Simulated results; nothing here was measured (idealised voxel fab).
Process module under the name voxel self aligned vias
FYI the section here is cut, 170 nm wide, cells are 5 nm squares.
Cross-section, as written here: a square-cell grid given band by band from the top down, where a band holds one or more rows of cells. This entry defines a band. It first specifies the height of the band's top and the height of its bottom in nm, and then specifies the band's materials from left to right, stating each material with its width in nm. The word "edge to edge" identifies a single material that fills the band from edge to edge, while the word "empty" identifies empty space. Basically, 0 is our baseline, since under it the wafer straight out of the box is all one material. The bottom band has no lower end and keeps on going down, so it looks like "0 and below". So if you see something like "30..40" for the width, read it as the top row of the band sitting at the first number and the bottom row at the second, with every row in between moving by the same amount as the last. Take "nothing different" at face value: in the step it is given for, the cross-section changed in none of its cells. Look at "Closed internal cavities" for the closed voids: empty spaces with no open path to the top, sized 8 cells or up. Each is width x height at distance, distance from the left edge, all nm. What comes after the settings on a step's line is commentary from the simulator itself on that step. overlay nm: mask right of planned place by this much (step with mask). Neg. = left.
List of planned process steps
1,RECEIVE | material Si
2,CONFORMAL_DEP | material SiO2 | thk nm 15
3,CONFORMAL_DEP | material SiCN | thk nm 5
4,DIRECTIONAL_DEP | material lowk | thk nm 30
5,MASKED_ETCH | tone open | mask id LINES | width nm 20 | pitch nm 50 | etch materials lowk | depth nm 30 | overlay nm 0
6,CONFORMAL_DEP | material TiN | thk nm 5
7,FILL_DEP | material Ru | thk nm 10
8,CMP | height nm 50
9,SELECTIVE_ETCH | etch materials W Ru TiN | depth nm 5
10,FILL_DEP | material SiN | thk nm 10
11,CMP | height nm 50
12,DIRECTIONAL_DEP | material lowk | thk nm 15
13,MASKED_ETCH | tone open | mask id VIAS | width nm 30 | pitch nm 50 | etch materials lowk | depth nm 15 | overlay nm -15
14,MASKED_ETCH | tone open | mask id VIAS | width nm 30 | pitch nm 50 | etch materials SiN | depth nm 5 | overlay nm 0
15,CONFORMAL_DEP | material TiN | thk nm 5
16,FILL_DEP | material Cu | thk nm 5
17,CMP | height nm 65
18,CONFORMAL_DEP | material SiN | thk nm 5
For clarity, it should be stated that the wafers under discussion commence in an identical condition and differ with respect to the overlay nm of step 13, the plan indicating the value that the first wafer had.
Sectional view: first of several wafers, as received, after step 1
- 0 and below  Si edge to edge
- Closed internal cavities: none
Where each wafer stands at the end of the module, a row apiece: cells of each material gained (+) or lost (-) since it was received, then closed voids
overlay nm -15 | +16 Cu | +16 Ru | +34 SiCN | +38 SiN | +102 SiO2 | +48 TiN | +222 lowk | Closed internal cavities: none
overlay nm -10 | +18 Cu | +16 Ru | +34 SiCN | +36 SiN | +102 SiO2 | +48 TiN | +222 lowk | Closed internal cavities: none
overlay nm -5 | +20 Cu | +16 Ru | +34 SiCN | +34 SiN | +102 SiO2 | +48 TiN | +222 lowk | Closed internal cavities: none
overlay nm 0 | +20 Cu | +16 Ru | +34 SiCN | +34 SiN | +102 SiO2 | +48 TiN | +222 lowk | Closed internal cavities: none
overlay nm 5 | +20 Cu | +16 Ru | +34 SiCN | +34 SiN | +102 SiO2 | +48 TiN | +222 lowk | Closed internal cavities: none
overlay nm 10 | +18 Cu | +16 Ru | +34 SiCN | +36 SiN | +102 SiO2 | +48 TiN | +222 lowk | Closed internal cavities: none
overlay nm 15 | +16 Cu | +16 Ru | +34 SiCN | +38 SiN | +102 SiO2 | +48 TiN | +222 lowk | Closed internal cavities: none
